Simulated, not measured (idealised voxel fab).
Process module heading - voxel transistor to metal
The cross-section shown here is cut; it is 205 nm wide and divided into square cells measuring 5 nm on a side.
Cross-section = grid of square cells, listed top down in bands; band = one or more rows. Per band: top height and bottom height in nm, followed by the left-to-right materials and their widths in nm; "everywhere" marks a single material spanning edge to edge, "air" marks empty space. We count height from 0. Below that, the starting wafer is all one material. The lowest band never ends at the bottom but goes on down; see "0 down" for how that is written. Think of "30->40" as a width that walks from the first number to the second as you go down the band, top row to bottom row, taking equal-sized steps from row to row. Step note "remained the same" = no cross-section cell changed. Closed-off voids of 8+ cells (no open route to the top) go in "Closed cavity list", written width x height at distance from the left edge, in nm. Whatever follows a step's settings on its line is a remark the simulator itself makes about that step. "overlay nm" answers the question of how far to the right of plan the mask lay on a step that has a mask, and when it is negative the answer is to the left. From here on the document is pairs. In a pair, the cross-section before one process step comes with the cross-section after it, and the latter goes no deeper than the lowest band that changed. What lies in between, the step and its settings, is written under the pair. A pair may be from a different run of this module on the same starting wafer than the pair above it, so it continues from that pair only where its entry headed "Pre-process cross-section" says so.

Pre-process cross-section:
40 to 35 = 60 of TiN, then 5 of air, then 75 of TiN, then 5 of air, then 60 of TiN
35 to 20 = 55 of SiO2, then 5 of TiN, then 5 of air, then 5 of TiN, then 65 of SiO2, then 5 of TiN, then 5 of air, then 5 of TiN, then 55 of SiO2
20 to 5 = 55 of SiO2, then 5 of TiN, then 5 of air, then 5 of TiN, then 10 of SiO2, then 10 of SiN, then 5 of HfO2, then 5 of TiN, then 5 of W, then 5 of TiN, then 5 of HfO2, then 10 of SiN, then 10 of SiO2, then 5 of TiN, then 5 of air, then 5 of TiN, then 55 of SiO2
5 to 0 = 55 of SiO2, then 15 of TiN, then 10 of SiO2, then 10 of SiN, then 5 of HfO2, then 15 of TiN, then 5 of HfO2, then 10 of SiN, then 10 of SiO2, then 15 of TiN, then 55 of SiO2
0 to -5 = 50 of SiO2, then 30 of nSi, then 5 of SiO2, then 35 of HfO2, then 5 of SiO2, then 35 of nSi, then 45 of SiO2
-5 to -35 = 55 of SiO2, then 100 of Si, then 50 of SiO2
-35 down = Si everywhere
Closed cavity list: none

Sectional Result:
45 to 40 = W everywhere
40 to 35 = 60 of TiN, then 5 of W, then 75 of TiN, then 5 of W, then 60 of TiN
35 to 20 = 55 of SiO2, then 5 of TiN, then 5 of W, then 5 of TiN, then 65 of SiO2, then 5 of TiN, then 5 of W, then 5 of TiN, then 55 of SiO2
20 to 5 = 55 of SiO2, then 5 of TiN, then 5 of W, then 5 of TiN, then 10 of SiO2, then 10 of SiN, then 5 of HfO2, then 5 of TiN, then 5 of W, then 5 of TiN, then 5 of HfO2, then 10 of SiN, then 10 of SiO2, then 5 of TiN, then 5 of W, then 5 of TiN, then 55 of SiO2
Under 5: no change, same as before.
Closed cavity list: none
The structure goes from the before cross-section above to the after cross-section through FILL_DEP with material W, thk nm 5

Pre-process cross-section: check the pair just above; its after cross-section is our before state.

Sectional Result:
35 to 20 = 55 of SiO2, then 5 of TiN, then 5 of W, then 5 of TiN, then 65 of SiO2, then 5 of TiN, then 5 of W, then 5 of TiN, then 55 of SiO2
Under 20: no change, same as before.
Closed cavity list: none
The structure goes from the before cross-section above to the after cross-section through CMP with height nm 35

Pre-process cross-section: check the pair just above; its after cross-section is our before state.

Sectional Result:
40 to 35 = TiN everywhere
Under 35: no change, same as before.
Closed cavity list: none
The structure goes from the before cross-section above to the after cross-section through DIRECTIONAL_DEP with material TiN, thk nm 5

Pre-process cross-section: check the pair just above; its after cross-section is our before state.

Sectional Result:
55 to 40 = W everywhere
Under 40: no change, same as before.
Closed cavity list: none
The structure goes from the before cross-section above to the after cross-section through DIRECTIONAL_DEP with material W, thk nm 15

Pre-process cross-section: check the pair just above; its after cross-section is our before state.

Sectional Result:
65 to 55 = aC everywhere
Under 55: no change, same as before.
Closed cavity list: none
The structure goes from the before cross-section above to the after cross-section through DIRECTIONAL_DEP with material aC, thk nm 10

Pre-process cross-section: check the pair just above; its after cross-section is our before state.

Sectional Result:
90 to 65 = 55 of air, then 15 of resist, then 65 of air, then 15 of resist, then 55 of air
Under 65: no change, same as before.
Closed cavity list: none
The structure goes from the before cross-section above to the after cross-section through PATTERN with tone cover, mask id METAL_1, material resist, width nm 15, pitch nm 80, thk nm 25, overlay nm 0

Pre-process cross-section: check the pair just above; its after cross-section is our before state.

Sectional Result:
80 to 65 = 55 of air, then 15 of resist, then 65 of air, then 15 of resist, then 55 of air
65 to 55 = 55 of air, then 15 of aC, then 65 of air, then 15 of aC, then 55 of air
Under 55: no change, same as before.
Closed cavity list: none
The structure goes from the before cross-section above to the after cross-section through DIRECTIONAL_ETCH with etch materials aC, depth nm 10

Pre-process cross-section: check the pair just above; its after cross-section is our before state.

Sectional Result:
65 to 55 = 55 of air, then 15 of aC, then 65 of air, then 15 of aC, then 55 of air
Under 55: no change, same as before.
Closed cavity list: none
The structure goes from the before cross-section above to the after cross-section through STRIP with etch materials resist

Pre-process cross-section: check the pair just above; its after cross-section is our before state.

Sectional Result:
65 to 55 = 55 of air, then 15 of aC, then 65 of air, then 15 of aC, then 55 of air
55 to 40 = 55 of air, then 15 of W, then 65 of air, then 15 of W, then 55 of air
Under 40: no change, same as before.
Closed cavity list: none
The structure goes from the before cross-section above to the after cross-section through DIRECTIONAL_ETCH with etch materials W, depth nm 15

Pre-process cross-section: check the pair just above; its after cross-section is our before state.

Sectional Result:
65 to 55 = 55 of air, then 15 of aC, then 65 of air, then 15 of aC, then 55 of air
55 to 40 = 55 of air, then 15 of W, then 65 of air, then 15 of W, then 55 of air
40 to 35 = 55 of air, then 15 of TiN, then 65 of air, then 15 of TiN, then 55 of air
Under 35: no change, same as before.
Closed cavity list: none
The structure goes from the before cross-section above to the after cross-section through DIRECTIONAL_ETCH with etch materials TiN, depth nm 5

Pre-process cross-section: check the pair just above; its after cross-section is our before state.

Sectional Result:
55 to 40 = 55 of air, then 15 of W, then 65 of air, then 15 of W, then 55 of air
Under 40: no change, same as before.
Closed cavity list: none
The structure goes from the before cross-section above to the after cross-section through STRIP with etch materials aC

Pre-process cross-section: check the pair just above; its after cross-section is our before state.

Sectional Result:
60 to 55 = 50 of air, then 25 of SiCN, then 55 of air, then 25 of SiCN, then 50 of air
55 to 40 = 50 of air, then 5 of SiCN, then 15 of W, then 5 of SiCN, then 55 of air, then 5 of SiCN, then 15 of W, then 5 of SiCN, then 50 of air
40 to 35 = 55 of SiCN, then 15 of TiN, then 65 of SiCN, then 15 of TiN, then 55 of SiCN
Under 35: no change, same as before.
Closed cavity list: none
The structure goes from the before cross-section above to the after cross-section through CONFORMAL_DEP with material SiCN, thk nm 5

Pre-process cross-section: check the pair just above; its after cross-section is our before state.

Sectional Result:
70 to 60 = SiO2 everywhere
60 to 55 = 50 of SiO2, then 25 of SiCN, then 55 of SiO2, then 25 of SiCN, then 50 of SiO2
55 to 40 = 50 of SiO2, then 5 of SiCN, then 15 of W, then 5 of SiCN, then 55 of SiO2, then 5 of SiCN, then 15 of W, then 5 of SiCN, then 50 of SiO2
Under 40: no change, same as before.
Closed cavity list: none
The structure goes from the before cross-section above to the after cross-section through FILL_DEP with material SiO2, thk nm 10

Pre-process cross-section: check the pair just above; its after cross-section is our before state.

Sectional Result:
55 to 40 = 50 of SiO2, then 5 of SiCN, then 15 of W, then 5 of SiCN, then 55 of SiO2, then 5 of SiCN, then 15 of W, then 5 of SiCN, then 50 of SiO2
Under 40: no change, same as before.
Closed cavity list: none
The structure goes from the before cross-section above to the after cross-section through CMP with height nm 55

Pre-process cross-section: check the pair just above; its after cross-section is our before state.

Sectional Result:
60 to 55 = SiCN everywhere
Under 55: no change, same as before.
Closed cavity list: none
The structure goes from the before cross-section above to the after cross-section through CONFORMAL_DEP with material SiCN, thk nm 5

Pre-process cross-section: check the pair just above; its after cross-section is our before state.

Sectional Result:
90 to 60 = SiO2 everywhere
Under 60: no change, same as before.
Closed cavity list: none
The structure goes from the before cross-section above to the after cross-section through DIRECTIONAL_DEP with material SiO2, thk nm 30

Pre-process cross-section: check the pair just above; its after cross-section is our before state.

Sectional Result:
90 to 70 = 55 of SiO2, then 15 of air, then 65 of SiO2, then 15 of air, then 55 of SiO2
Under 70: no change, same as before.
Closed cavity list: none
The structure goes from the before cross-section above to the after cross-section through MASKED_ETCH with tone open, mask id METAL_2, width nm 15, pitch nm 80, etch materials SiO2, depth nm 20, overlay nm 0

Pre-process cross-section: check the pair just above; its after cross-section is our before state.

Sectional Result:
105 to 90 = 55 of aC, then 15 of air, then 65 of aC, then 15 of air, then 55 of aC
90 to 85 = 55 of SiO2, then 15 of air, then 65 of SiO2, then 15 of air, then 55 of SiO2
85 to 70 = 55 of SiO2, then 15 of aC, then 65 of SiO2, then 15 of aC, then 55 of SiO2
Under 70: no change, same as before.
Closed cavity list: none
The structure goes from the before cross-section above to the after cross-section through DIRECTIONAL_DEP with material aC, thk nm 15

Pre-process cross-section: check the pair just above; its after cross-section is our before state.

Sectional Result:
140 to 105 = 55 of resist, then 15 of air, then 65 of resist, then 15 of air, then 55 of resist
Under 105: no change, same as before.
Closed cavity list: none
The structure goes from the before cross-section above to the after cross-section through PATTERN with tone open, mask id METAL_2_HOLES, material resist, width nm 15, pitch nm 80, thk nm 35, overlay nm 0

Pre-process cross-section: check the pair just above; its after cross-section is our before state.

Sectional Result:
125 to 105 = 55 of resist, then 15 of air, then 65 of resist, then 15 of air, then 55 of resist
105 to 90 = 55 of aC, then 15 of air, then 65 of aC, then 15 of air, then 55 of aC
90 to 70 = 55 of SiO2, then 15 of air, then 65 of SiO2, then 15 of air, then 55 of SiO2
Under 70: no change, same as before.
Closed cavity list: none
The structure goes from the before cross-section above to the after cross-section through DIRECTIONAL_ETCH with etch materials aC, depth nm 15

Pre-process cross-section: check the pair just above; its after cross-section is our before state.

Sectional Result:
105 to 90 = 55 of aC, then 15 of air, then 65 of aC, then 15 of air, then 55 of aC
Under 90: no change, same as before.
Closed cavity list: none
The structure goes from the before cross-section above to the after cross-section through STRIP with etch materials resist

Pre-process cross-section: check the pair just above; its after cross-section is our before state.

Sectional Result:
105 to 90 = 55 of aC, then 15 of air, then 65 of aC, then 15 of air, then 55 of aC
90 to 60 = 55 of SiO2, then 15 of air, then 65 of SiO2, then 15 of air, then 55 of SiO2
Under 60: no change, same as before.
Closed cavity list: none
The structure goes from the before cross-section above to the after cross-section through DIRECTIONAL_ETCH with etch materials SiO2, depth nm 10

Pre-process cross-section: check the pair just above; its after cross-section is our before state.

Sectional Result:
105 to 90 = 55 of aC, then 15 of air, then 65 of aC, then 15 of air, then 55 of aC
90 to 60 = 55 of SiO2, then 15 of air, then 65 of SiO2, then 15 of air, then 55 of SiO2
60 to 55 = 55 of SiCN, then 15 of air, then 65 of SiCN, then 15 of air, then 55 of SiCN
Under 55: no change, same as before.
Closed cavity list: none
The structure goes from the before cross-section above to the after cross-section through DIRECTIONAL_ETCH with etch materials SiCN, depth nm 5

Pre-process cross-section: check the pair just above; its after cross-section is our before state.

Sectional Result:
90 to 60 = 55 of SiO2, then 15 of air, then 65 of SiO2, then 15 of air, then 55 of SiO2
Under 60: no change, same as before.
Closed cavity list: none
The structure goes from the before cross-section above to the after cross-section through STRIP with etch materials aC

Pre-process cross-section: check the pair just above; its after cross-section is our before state.

Sectional Result:
95 to 90 = 60 of TiN, then 5 of air, then 75 of TiN, then 5 of air, then 60 of TiN
90 to 60 = 55 of SiO2, then 5 of TiN, then 5 of air, then 5 of TiN, then 65 of SiO2, then 5 of TiN, then 5 of air, then 5 of TiN, then 55 of SiO2
60 to 55 = 55 of SiCN, then 15 of TiN, then 65 of SiCN, then 15 of TiN, then 55 of SiCN
Under 55: no change, same as before.
Closed cavity list: none
The structure goes from the before cross-section above to the after cross-section through CONFORMAL_DEP with material TiN, thk nm 5

Pre-process cross-section: check the pair just above; its after cross-section is our before state.

Sectional Result:
100 to 95 = Cu everywhere
95 to 90 = 60 of TiN, then 5 of Cu, then 75 of TiN, then 5 of Cu, then 60 of TiN
90 to 60 = 55 of SiO2, then 5 of TiN, then 5 of Cu, then 5 of TiN, then 65 of SiO2, then 5 of TiN, then 5 of Cu, then 5 of TiN, then 55 of SiO2
Under 60: no change, same as before.
Closed cavity list: none
The structure goes from the before cross-section above to the after cross-section through FILL_DEP with material Cu, thk nm 5

Pre-process cross-section: check the pair just above; its after cross-section is our before state.

Sectional Result:
90 to 60 = 55 of SiO2, then 5 of TiN, then 5 of Cu, then 5 of TiN, then 65 of SiO2, then 5 of TiN, then 5 of Cu, then 5 of TiN, then 55 of SiO2
Under 60: no change, same as before.
Closed cavity list: none
The structure goes from the before cross-section above to the after cross-section through CMP with height nm 90

Pre-process cross-section: check the pair just above; its after cross-section is our before state.

Sectional Result:
95 to 90 = SiCN everywhere
Under 90: no change, same as before.
Closed cavity list: none
The structure goes from the before cross-section above to the after cross-section through CONFORMAL_DEP with material SiCN, thk nm 5

Pre-process cross-section:
20 to 5 = SiN everywhere
5 to 0 = SiO2 everywhere
0 down = Si everywhere
Closed cavity list: none

Sectional Result:
40 to 20 = 45 of air, then 105 of resist, then 55 of air
Under 20: no change, same as before.
Closed cavity list: none
The structure goes from the before cross-section above to the after cross-section through PATTERN with tone cover, mask id ACTIVE, material resist, width nm 105, thk nm 20, overlay nm -5

Pre-process cross-section: check the pair just above; its after cross-section is our before state.

Sectional Result:
40 to 20 = 45 of air, then 105 of resist, then 55 of air
20 to 5 = 45 of air, then 105 of SiN, then 55 of air
Under 5: no change, same as before.
Closed cavity list: none
The structure goes from the before cross-section above to the after cross-section through DIRECTIONAL_ETCH with etch materials SiN, depth nm 15

Pre-process cross-section: check the pair just above; its after cross-section is our before state.

Sectional Result:
40 to 20 = 45 of air, then 105 of resist, then 55 of air
20 to 5 = 45 of air, then 105 of SiN, then 55 of air
5 to 0 = 45 of air, then 105 of SiO2, then 55 of air
Under 0: no change, same as before.
Closed cavity list: none
The structure goes from the before cross-section above to the after cross-section through DIRECTIONAL_ETCH with etch materials SiO2, depth nm 5

Pre-process cross-section: check the pair just above; its after cross-section is our before state.

Sectional Result:
40 to 20 = 45 of air, then 105 of resist, then 55 of air
20 to 5 = 45 of air, then 105 of SiN, then 55 of air
5 to 0 = 45 of air, then 105 of SiO2, then 55 of air
0 to -30 = 45 of air, then 105 of Si, then 55 of air
Under -30: no change, same as before.
Closed cavity list: none
The structure goes from the before cross-section above to the after cross-section through DIRECTIONAL_ETCH with etch materials Si, depth nm 30

Pre-process cross-section: check the pair just above; its after cross-section is our before state.

Sectional Result:
20 to 5 = 45 of air, then 105 of SiN, then 55 of air
Under 5: no change, same as before.
Closed cavity list: none
The structure goes from the before cross-section above to the after cross-section through STRIP with etch materials resist

Pre-process cross-section: check the pair just above; its after cross-section is our before state.

Sectional Result:
20 to 5 = 45 of air, then 105 of SiN, then 55 of air
5 to 0 = 45 of air, then 105 of SiO2, then 55 of air
0 to -30 = 45 of air, then 5 of SiO2, then 95 of Si, then 5 of SiO2, then 55 of air
-30 to -35 = 50 of SiO2, then 95 of Si, then 60 of SiO2
Under -35: no change, same as before.
Closed cavity list: none
The structure goes from the before cross-section above to the after cross-section through OXIDIZE with depth nm 5

Pre-process cross-section: check the pair just above; its after cross-section is our before state.

Sectional Result:
35 to 20 = SiO2 everywhere
20 to 5 = 45 of SiO2, then 105 of SiN, then 55 of SiO2
5 to 0 = SiO2 everywhere
0 to -35 = 50 of SiO2, then 95 of Si, then 60 of SiO2
Under -35: no change, same as before.
Closed cavity list: none
The structure goes from the before cross-section above to the after cross-section through FILL_DEP with material SiO2, thk nm 15

Pre-process cross-section: check the pair just above; its after cross-section is our before state.

Sectional Result:
20 to 5 = 45 of SiO2, then 105 of SiN, then 55 of SiO2
Under 5: no change, same as before.
Closed cavity list: none
The structure goes from the before cross-section above to the after cross-section through CMP with height nm 20

Pre-process cross-section: check the pair just above; its after cross-section is our before state.

Sectional Result:
20 to 5 = 45 of air, then 105 of SiN, then 55 of air
Under 5: no change, same as before.
Closed cavity list: none
The structure goes from the before cross-section above to the after cross-section through SELECTIVE_ETCH with etch materials SiO2, depth nm 15

Pre-process cross-section: check the pair just above; its after cross-section is our before state.

Sectional Result:
5 to 0 = SiO2 everywhere
Under 0: no change, same as before.
Closed cavity list: none
The structure goes from the before cross-section above to the after cross-section through STRIP with etch materials SiN

Pre-process cross-section: check the pair just above; its after cross-section is our before state.

Sectional Result:
0 to -35 = 50 of SiO2, then 95 of Si, then 60 of SiO2
Under -35: no change, same as before.
Closed cavity list: none
The structure goes from the before cross-section above to the after cross-section through SELECTIVE_ETCH with etch materials SiO2, depth nm 5

Pre-process cross-section: check the pair just above; its after cross-section is our before state.

Sectional Result:
0 to -5 = SiO2 everywhere
Under -5: no change, same as before.
Closed cavity list: none
The structure goes from the before cross-section above to the after cross-section through OXIDIZE with depth nm 5

Pre-process cross-section: check the pair just above; its after cross-section is our before state.

Sectional Result:
25 to 0 = polySi everywhere
Under 0: no change, same as before.
Closed cavity list: none
The structure goes from the before cross-section above to the after cross-section through DIRECTIONAL_DEP with material polySi, thk nm 25

Pre-process cross-section: check the pair just above; its after cross-section is our before state.

Sectional Result:
35 to 25 = SiCN everywhere
Under 25: no change, same as before.
Closed cavity list: none
The structure goes from the before cross-section above to the after cross-section through DIRECTIONAL_DEP with material SiCN, thk nm 10

Pre-process cross-section: check the pair just above; its after cross-section is our before state.

Sectional Result:
50 to 35 = 90 of air, then 25 of resist, then 90 of air
Under 35: no change, same as before.
Closed cavity list: none
The structure goes from the before cross-section above to the after cross-section through PATTERN with tone cover, mask id GATE, material resist, width nm 25, thk nm 15, overlay nm 0

Pre-process cross-section: check the pair just above; its after cross-section is our before state.

Sectional Result:
50 to 35 = 90 of air, then 25 of resist, then 90 of air
35 to 25 = 90 of air, then 25 of SiCN, then 90 of air
Under 25: no change, same as before.
Closed cavity list: none
The structure goes from the before cross-section above to the after cross-section through DIRECTIONAL_ETCH with etch materials SiCN, depth nm 20

Pre-process cross-section: check the pair just above; its after cross-section is our before state.

Sectional Result:
50 to 35 = 90 of air, then 25 of resist, then 90 of air
35 to 25 = 90 of air, then 25 of SiCN, then 90 of air
25 to 0 = 90 of air, then 25 of polySi, then 90 of air
Under 0: no change, same as before.
Closed cavity list: none
The structure goes from the before cross-section above to the after cross-section through DIRECTIONAL_ETCH with etch materials polySi, depth nm 35

Pre-process cross-section: check the pair just above; its after cross-section is our before state.

Sectional Result:
35 to 25 = 90 of air, then 25 of SiCN, then 90 of air
Under 25: no change, same as before.
Closed cavity list: none
The structure goes from the before cross-section above to the after cross-section through STRIP with etch materials resist

Pre-process cross-section: check the pair just above; its after cross-section is our before state.

Sectional Result:
45 to 35 = 80 of air, then 45 of SiN, then 80 of air
35 to 25 = 80 of air, then 10 of SiN, then 25 of SiCN, then 10 of SiN, then 80 of air
25 to 10 = 80 of air, then 10 of SiN, then 25 of polySi, then 10 of SiN, then 80 of air
10 to 0 = 90 of SiN, then 25 of polySi, then 90 of SiN
Under 0: no change, same as before.
Closed cavity list: none
The structure goes from the before cross-section above to the after cross-section through CONFORMAL_DEP with material SiN, thk nm 10

Pre-process cross-section: check the pair just above; its after cross-section is our before state.

Sectional Result:
35 to 25 = 80 of air, then 10 of SiN, then 25 of SiCN, then 10 of SiN, then 80 of air
25 to 0 = 80 of air, then 10 of SiN, then 25 of polySi, then 10 of SiN, then 80 of air
Under 0: no change, same as before.
Closed cavity list: none
The structure goes from the before cross-section above to the after cross-section through DIRECTIONAL_ETCH with etch materials SiN, depth nm 10

Pre-process cross-section: check the pair just above; its after cross-section is our before state.

Sectional Result:
35 to 25 = 80 of air, then 10 of SiN, then 25 of SiCN, then 10 of SiN, then 80 of air
25 to 0 = 80 of air, then 10 of SiN, then 25 of polySi, then 10 of SiN, then 80 of air
0 to -5 = 80 of air, then 45 of SiO2, then 80 of air
Under -5: no change, same as before.
Closed cavity list: none
The structure goes from the before cross-section above to the after cross-section through DIRECTIONAL_ETCH with etch materials SiO2, depth nm 5

Pre-process cross-section: check the pair just above; its after cross-section is our before state.

Sectional Result:
35 to 25 = 80 of air, then 10 of SiN, then 25 of SiCN, then 10 of SiN, then 80 of air
25 to 0 = 80 of air, then 10 of SiN, then 25 of polySi, then 10 of SiN, then 80 of air
0 to -5 = 45 of air, then 35 of nSi, then 45 of SiO2, then 25 of nSi, then 55 of air
Under -5: no change, same as before.
Closed cavity list: none
The structure goes from the before cross-section above to the after cross-section through EPI with material nSi, thk nm 5

Pre-process cross-section: check the pair just above; its after cross-section is our before state.

Sectional Result:
45 to 35 = SiO2 everywhere
35 to 25 = 80 of SiO2, then 10 of SiN, then 25 of SiCN, then 10 of SiN, then 80 of SiO2
25 to 0 = 80 of SiO2, then 10 of SiN, then 25 of polySi, then 10 of SiN, then 80 of SiO2
0 to -5 = 45 of SiO2, then 35 of nSi, then 45 of SiO2, then 25 of nSi, then 55 of SiO2
Under -5: no change, same as before.
Closed cavity list: none
The structure goes from the before cross-section above to the after cross-section through FILL_DEP with material SiO2, thk nm 10

Pre-process cross-section: check the pair just above; its after cross-section is our before state.

Sectional Result:
25 to 0 = 80 of SiO2, then 10 of SiN, then 25 of polySi, then 10 of SiN, then 80 of SiO2
Under 0: no change, same as before.
Closed cavity list: none
The structure goes from the before cross-section above to the after cross-section through CMP with height nm 25

Pre-process cross-section: check the pair just above; its after cross-section is our before state.

Sectional Result:
25 to 0 = 80 of SiO2, then 10 of SiN, then 25 of air, then 10 of SiN, then 80 of SiO2
Under 0: no change, same as before.
Closed cavity list: none
The structure goes from the before cross-section above to the after cross-section through STRIP with etch materials polySi

Pre-process cross-section: check the pair just above; its after cross-section is our before state.

Sectional Result:
25 to 20 = 80 of air, then 10 of SiN, then 25 of air, then 10 of SiN, then 80 of air
20 to 0 = 80 of SiO2, then 10 of SiN, then 25 of air, then 10 of SiN, then 80 of SiO2
0 to -5 = 45 of SiO2, then 35 of nSi, then 5 of SiO2, then 35 of air, then 5 of SiO2, then 25 of nSi, then 55 of SiO2
Under -5: no change, same as before.
Closed cavity list: none
The structure goes from the before cross-section above to the after cross-section through SELECTIVE_ETCH with etch materials SiO2, depth nm 5

Pre-process cross-section: check the pair just above; its after cross-section is our before state.

Sectional Result:
30 to 25 = 75 of air, then 20 of HfO2, then 15 of air, then 20 of HfO2, then 75 of air
25 to 20 = 80 of HfO2, then 10 of SiN, then 5 of HfO2, then 15 of air, then 5 of HfO2, then 10 of SiN, then 80 of HfO2
20 to 0 = 80 of SiO2, then 10 of SiN, then 5 of HfO2, then 15 of air, then 5 of HfO2, then 10 of SiN, then 80 of SiO2
0 to -5 = 45 of SiO2, then 35 of nSi, then 5 of SiO2, then 35 of HfO2, then 5 of SiO2, then 25 of nSi, then 55 of SiO2
Under -5: no change, same as before.
Closed cavity list: none
The structure goes from the before cross-section above to the after cross-section through CONFORMAL_DEP with material HfO2, thk nm 5

Pre-process cross-section: check the pair just above; its after cross-section is our before state.

Sectional Result:
35 to 30 = 70 of air, then 30 of TiN, then 5 of air, then 30 of TiN, then 70 of air
30 to 25 = 75 of TiN, then 20 of HfO2, then 5 of TiN, then 5 of air, then 5 of TiN, then 20 of HfO2, then 75 of TiN
25 to 20 = 80 of HfO2, then 10 of SiN, then 5 of HfO2, then 5 of TiN, then 5 of air, then 5 of TiN, then 5 of HfO2, then 10 of SiN, then 80 of HfO2
20 to 5 = 80 of SiO2, then 10 of SiN, then 5 of HfO2, then 5 of TiN, then 5 of air, then 5 of TiN, then 5 of HfO2, then 10 of SiN, then 80 of SiO2
5 to 0 = 80 of SiO2, then 10 of SiN, then 5 of HfO2, then 15 of TiN, then 5 of HfO2, then 10 of SiN, then 80 of SiO2
Under 0: no change, same as before.
Closed cavity list: none
The structure goes from the before cross-section above to the after cross-section through CONFORMAL_DEP with material TiN, thk nm 5

Pre-process cross-section: check the pair just above; its after cross-section is our before state.

Sectional Result:
45 to 35 = W everywhere
35 to 30 = 70 of W, then 30 of TiN, then 5 of W, then 30 of TiN, then 70 of W
30 to 25 = 75 of TiN, then 20 of HfO2, then 5 of TiN, then 5 of W, then 5 of TiN, then 20 of HfO2, then 75 of TiN
25 to 20 = 80 of HfO2, then 10 of SiN, then 5 of HfO2, then 5 of TiN, then 5 of W, then 5 of TiN, then 5 of HfO2, then 10 of SiN, then 80 of HfO2
20 to 5 = 80 of SiO2, then 10 of SiN, then 5 of HfO2, then 5 of TiN, then 5 of W, then 5 of TiN, then 5 of HfO2, then 10 of SiN, then 80 of SiO2
Under 5: no change, same as before.
Closed cavity list: none
The structure goes from the before cross-section above to the after cross-section through FILL_DEP with material W, thk nm 10

Pre-process cross-section: check the pair just above; its after cross-section is our before state.

Sectional Result:
20 to 5 = 80 of SiO2, then 10 of SiN, then 5 of HfO2, then 5 of TiN, then 5 of W, then 5 of TiN, then 5 of HfO2, then 10 of SiN, then 80 of SiO2
Under 5: no change, same as before.
Closed cavity list: none
The structure goes from the before cross-section above to the after cross-section through CMP with height nm 20

Pre-process cross-section: check the pair just above; its after cross-section is our before state.

Sectional Result:
35 to 20 = SiO2 everywhere
Under 20: no change, same as before.
Closed cavity list: none
The structure goes from the before cross-section above to the after cross-section through DIRECTIONAL_DEP with material SiO2, thk nm 15

Pre-process cross-section: check the pair just above; its after cross-section is our before state.

Sectional Result:
35 to 20 = 55 of SiO2, then 15 of air, then 65 of SiO2, then 15 of air, then 55 of SiO2
20 to 5 = 55 of SiO2, then 15 of air, then 10 of SiO2, then 10 of SiN, then 5 of HfO2, then 5 of TiN, then 5 of W, then 5 of TiN, then 5 of HfO2, then 10 of SiN, then 10 of SiO2, then 15 of air, then 55 of SiO2
5 to 0 = 55 of SiO2, then 15 of air, then 10 of SiO2, then 10 of SiN, then 5 of HfO2, then 15 of TiN, then 5 of HfO2, then 10 of SiN, then 10 of SiO2, then 15 of air, then 55 of SiO2
Under 0: no change, same as before.
Closed cavity list: none
The structure goes from the before cross-section above to the after cross-section through MASKED_ETCH with tone open, mask id CONTACT, width nm 15, pitch nm 80, etch materials SiO2, depth nm 35, overlay nm 0

Pre-process cross-section: check the pair just above; its after cross-section is our before state.

Sectional Result:
40 to 35 = 60 of TiN, then 5 of air, then 75 of TiN, then 5 of air, then 60 of TiN
35 to 20 = 55 of SiO2, then 5 of TiN, then 5 of air, then 5 of TiN, then 65 of SiO2, then 5 of TiN, then 5 of air, then 5 of TiN, then 55 of SiO2
20 to 5 = 55 of SiO2, then 5 of TiN, then 5 of air, then 5 of TiN, then 10 of SiO2, then 10 of SiN, then 5 of HfO2, then 5 of TiN, then 5 of W, then 5 of TiN, then 5 of HfO2, then 10 of SiN, then 10 of SiO2, then 5 of TiN, then 5 of air, then 5 of TiN, then 55 of SiO2
5 to 0 = 55 of SiO2, then 15 of TiN, then 10 of SiO2, then 10 of SiN, then 5 of HfO2, then 15 of TiN, then 5 of HfO2, then 10 of SiN, then 10 of SiO2, then 15 of TiN, then 55 of SiO2
Under 0: no change, same as before.
Closed cavity list: none
The structure goes from the before cross-section above to the after cross-section through CONFORMAL_DEP with material TiN, thk nm 5

Pre-process cross-section: check the pair just above; its after cross-section is our before state.

Sectional Result:
45 to 40 = W everywhere
40 to 35 = 60 of TiN, then 5 of W, then 75 of TiN, then 5 of W, then 60 of TiN
35 to 20 = 55 of SiO2, then 5 of TiN, then 5 of W, then 5 of TiN, then 65 of SiO2, then 5 of TiN, then 5 of W, then 5 of TiN, then 55 of SiO2
20 to 5 = 55 of SiO2, then 5 of TiN, then 5 of W, then 5 of TiN, then 10 of SiO2, then 10 of SiN, then 5 of HfO2, then 5 of TiN, then 5 of W, then 5 of TiN, then 5 of HfO2, then 10 of SiN, then 10 of SiO2, then 5 of TiN, then 5 of W, then 5 of TiN, then 55 of SiO2
Under 5: no change, same as before.
Closed cavity list: none
The structure goes from the before cross-section above to the after cross-section through FILL_DEP with material W, thk nm 5

Pre-process cross-section: check the pair just above; its after cross-section is our before state.

Sectional Result:
35 to 20 = 55 of SiO2, then 5 of TiN, then 5 of W, then 5 of TiN, then 65 of SiO2, then 5 of TiN, then 5 of W, then 5 of TiN, then 55 of SiO2
Under 20: no change, same as before.
Closed cavity list: none
The structure goes from the before cross-section above to the after cross-section through CMP with height nm 35

Pre-process cross-section: check the pair just above; its after cross-section is our before state.

Sectional Result:
40 to 35 = TiN everywhere
Under 35: no change, same as before.
Closed cavity list: none
The structure goes from the before cross-section above to the after cross-section through DIRECTIONAL_DEP with material TiN, thk nm 5

Pre-process cross-section: check the pair just above; its after cross-section is our before state.

Sectional Result:
55 to 40 = W everywhere
Under 40: no change, same as before.
Closed cavity list: none
The structure goes from the before cross-section above to the after cross-section through DIRECTIONAL_DEP with material W, thk nm 15

Pre-process cross-section: check the pair just above; its after cross-section is our before state.

Sectional Result:
65 to 55 = aC everywhere
Under 55: no change, same as before.
Closed cavity list: none
The structure goes from the before cross-section above to the after cross-section through DIRECTIONAL_DEP with material aC, thk nm 10

Pre-process cross-section: check the pair just above; its after cross-section is our before state.

Sectional Result:
90 to 65 = 55 of air, then 15 of resist, then 65 of air, then 15 of resist, then 55 of air
Under 65: no change, same as before.
Closed cavity list: none
The structure goes from the before cross-section above to the after cross-section through PATTERN with tone cover, mask id METAL_1, material resist, width nm 15, pitch nm 80, thk nm 25, overlay nm 0

Pre-process cross-section: check the pair just above; its after cross-section is our before state.

Sectional Result:
80 to 65 = 55 of air, then 15 of resist, then 65 of air, then 15 of resist, then 55 of air
65 to 55 = 55 of air, then 15 of aC, then 65 of air, then 15 of aC, then 55 of air
Under 55: no change, same as before.
Closed cavity list: none
The structure goes from the before cross-section above to the after cross-section through DIRECTIONAL_ETCH with etch materials aC, depth nm 10

Pre-process cross-section: check the pair just above; its after cross-section is our before state.

Sectional Result:
65 to 55 = 55 of air, then 15 of aC, then 65 of air, then 15 of aC, then 55 of air
Under 55: no change, same as before.
Closed cavity list: none
The structure goes from the before cross-section above to the after cross-section through STRIP with etch materials resist
